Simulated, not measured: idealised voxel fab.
Name of the process module below: voxel wiring stack
Section cut is 170 nm wide and gridded with 5 nm square cells.
For the purposes of this document, a cross-section shall be understood as a grid of square cells, specified as bands listed in top-to-bottom order, each band consisting of one or more rows of cells. The entry gives the band's vertical extent as a top height and a bottom height in nm, then its horizontal make-up as materials from left to right, each with a width in nm. "empty" stands for empty space; a single material marked "throughout" fills the band edge to edge. Heights are expressed relative to 0, this being the level below which the as-received wafer comprises one material exclusively. The lowest band is unbounded in the downward direction and is denoted as in "0 and below". Width: "30..40" (first number = top row, second number = bottom row, same change from row to row of cells). "everything unchanged", as given for a step, is the statement that not any cell of the cross-section underwent a change during that step. Any empty space of 8 cells or more lacking an open way to the top shows up in "Completely sealed voids" as width x height at distance, distance from the left edge, in nm. Post-settings text on a step line: simulator's own remark regarding the step. Regarding "overlay nm": on a step with a mask, it is the distance the mask lay to the right of its planned place; a negative value places it to the left.
These are the steps we planned for the process
1. RECEIVE | material Si
2. CONFORMAL_DEP | material SiO2 | thk nm 15
3. DIRECTIONAL_DEP | material TiN | thk nm 5
4. DIRECTIONAL_DEP | material W | thk nm 15
5. DIRECTIONAL_DEP | material aC | thk nm 15
6. PATTERN | tone cover | mask id METAL_1 | material resist | width nm 25 | pitch nm 40 | thk nm 35 | overlay nm 0
7. DIRECTIONAL_ETCH | etch materials aC | depth nm 15
8. STRIP | etch materials resist
9. DIRECTIONAL_ETCH | etch materials W | depth nm 15
10. DIRECTIONAL_ETCH | etch materials TiN | depth nm 5
11. STRIP | etch materials aC
12. CONFORMAL_DEP | material SiN | thk nm 5
13. FILL_DEP | material SiO2 | thk nm 5
14. CMP | height nm 35
15. CONFORMAL_DEP | material SiCN | thk nm 5
16. DIRECTIONAL_DEP | material SiO2 | thk nm 25
17. DIRECTIONAL_DEP | material aC | thk nm 15
18. PATTERN | tone open | mask id METAL_2 | material resist | width nm 25 | pitch nm 40 | thk nm 30 | overlay nm 0
19. DIRECTIONAL_ETCH | etch materials aC | depth nm 15
20. STRIP | etch materials resist
21. DIRECTIONAL_ETCH | etch materials SiO2 | depth nm 15
22. STRIP | etch materials aC
23. DIRECTIONAL_DEP | material aC | thk nm 10
24. PATTERN | tone open | mask id METAL_2_HOLES | material resist | width nm 15 | pitch nm 80 | thk nm 30 | overlay nm 0
25. DIRECTIONAL_ETCH | etch materials aC | depth nm 10
26. STRIP | etch materials resist
27. DIRECTIONAL_ETCH | etch materials SiO2 | depth nm 10
28. DIRECTIONAL_ETCH | etch materials SiCN | depth nm 5
29. STRIP | etch materials aC
30. CONFORMAL_DEP | material TiN | thk nm 5
31. FILL_DEP | material Cu | thk nm 5
32. CMP | height nm 65
33. CONFORMAL_DEP | material SiCN | thk nm 5
34. DIRECTIONAL_DEP | material lowk | thk nm 25
35. MASKED_ETCH | tone open | mask id METAL_3 | width nm 25 | pitch nm 40 | etch materials lowk | depth nm 15 | overlay nm 0
36. MASKED_ETCH | tone open | mask id METAL_3_HOLES | width nm 15 | pitch nm 40 | etch materials lowk | depth nm 10 | overlay nm -15
37. MASKED_ETCH | tone open | mask id METAL_3_HOLES | width nm 15 | pitch nm 40 | etch materials SiCN | depth nm 5 | overlay nm 0
38. CONFORMAL_DEP | material TiN | thk nm 5
39. FILL_DEP | material Cu | thk nm 10
40. CMP | height nm 95
41. CONFORMAL_DEP | material SiN | thk nm 5
Be aware that, although all wafers share a common starting state, the overlay nm at step 36 differs among them, and the plan displays the first wafer's value.
Cross-section, first of several wafers, as delivered after step 1
	0 and below = Si throughout
	Completely sealed voids: none
Cross-section, first of several wafers, end of module, after last step 41
	100 down to 95 = SiN throughout
	95 down to 90 = lowk=15 | TiN=5 | Cu=110 | TiN=5 | lowk=35
	90 down to 85 = lowk=15 | TiN=20 | Cu=15 | TiN=25 | Cu=15 | TiN=25 | Cu=15 | TiN=5 | lowk=35
	85 down to 80 = lowk=30 | TiN=25 | lowk=15 | TiN=25 | lowk=15 | TiN=25 | lowk=35
	80 down to 70 = lowk throughout
	70 down to 65 = SiCN throughout
	65 down to 55 = SiO2=30 | TiN=5 | Cu=15 | TiN=5 | SiO2=15 | TiN=5 | Cu=15 | TiN=5 | SiO2=15 | TiN=5 | Cu=15 | TiN=5 | SiO2=35
	55 down to 50 = SiO2=30 | TiN=5 | Cu=5 | TiN=15 | SiO2=15 | TiN=25 | SiO2=15 | TiN=5 | Cu=5 | TiN=15 | SiO2=35
	50 down to 40 = SiO2=30 | TiN=5 | Cu=5 | TiN=5 | SiO2=65 | TiN=5 | Cu=5 | TiN=5 | SiO2=45
	40 down to 35 = SiCN=30 | TiN=15 | SiCN=65 | TiN=15 | SiCN=45
	35 down to 20 = SiO2=25 | SiN=5 | W=25 | SiN=5 | SiO2=5 | SiN=5 | W=25 | SiN=5 | SiO2=5 | SiN=5 | W=25 | SiN=5 | SiO2=30
	20 down to 15 = SiN=30 | TiN=25 | SiN=15 | TiN=25 | SiN=15 | TiN=25 | SiN=35
	15 down to 0 = SiO2 throughout
	0 and below = Si throughout
	Completely sealed voids: none
Here's the last wafer cross-sectioned at the end of the module
	100 down to 95 = SiN throughout
	95 down to 85 = lowk=30 | TiN=5 | Cu=20..15 | TiN=5..10 | lowk=10 | TiN=5 | Cu=20..15 | TiN=5..10 | lowk=10 | TiN=5 | Cu=20..15 | TiN=5..10 | lowk=30
	85 down to 80 = lowk=30 | TiN=25 | lowk=15 | TiN=25 | lowk=15 | TiN=25 | lowk=35
	80 down to 70 = lowk=45 | TiN=10 | lowk=30 | TiN=10 | lowk=30 | TiN=10 | lowk=35
	70 down to 65 = SiCN throughout
	65 down to 55 = SiO2=30 | TiN=5 | Cu=15 | TiN=5 | SiO2=15 | TiN=5 | Cu=15 | TiN=5 | SiO2=15 | TiN=5 | Cu=15 | TiN=5 | SiO2=35
	55 down to 50 = SiO2=30 | TiN=5 | Cu=5 | TiN=15 | SiO2=15 | TiN=25 | SiO2=15 | TiN=5 | Cu=5 | TiN=15 | SiO2=35
	50 down to 40 = SiO2=30 | TiN=5 | Cu=5 | TiN=5 | SiO2=65 | TiN=5 | Cu=5 | TiN=5 | SiO2=45
	40 down to 35 = SiCN=30 | TiN=15 | SiCN=65 | TiN=15 | SiCN=45
	35 down to 20 = SiO2=25 | SiN=5 | W=25 | SiN=5 | SiO2=5 | SiN=5 | W=25 | SiN=5 | SiO2=5 | SiN=5 | W=25 | SiN=5 | SiO2=30
	20 down to 15 = SiN=30 | TiN=25 | SiN=15 | TiN=25 | SiN=15 | TiN=25 | SiN=35
	15 down to 0 = SiO2 throughout
	0 and below = Si throughout
	Completely sealed voids: none
Each wafer at the end: cells of each material gained (+) or lost (-) since it was received, then its closed voids
overlay nm -15 | +55 Cu | +62 SiCN | +71 SiN | +254 SiO2 | +86 TiN | +45 W | +107 lowk | Completely sealed voids: none
overlay nm -10 | +48 Cu | +59 SiCN | +71 SiN | +254 SiO2 | +96 TiN | +45 W | +107 lowk | Completely sealed voids: none
overlay nm -5 | +45 Cu | +56 SiCN | +71 SiN | +254 SiO2 | +102 TiN | +45 W | +107 lowk | Completely sealed voids: none
overlay nm 0 | +51 Cu | +53 SiCN | +71 SiN | +254 SiO2 | +99 TiN | +45 W | +107 lowk | Completely sealed voids: none
overlay nm 5 | +48 Cu | +56 SiCN | +71 SiN | +254 SiO2 | +99 TiN | +45 W | +107 lowk | Completely sealed voids: none
overlay nm 10 | +48 Cu | +59 SiCN | +71 SiN | +254 SiO2 | +96 TiN | +45 W | +107 lowk | Completely sealed voids: none
overlay nm 15 | +45 Cu | +62 SiCN | +71 SiN | +254 SiO2 | +96 TiN | +45 W | +107 lowk | Completely sealed voids: none
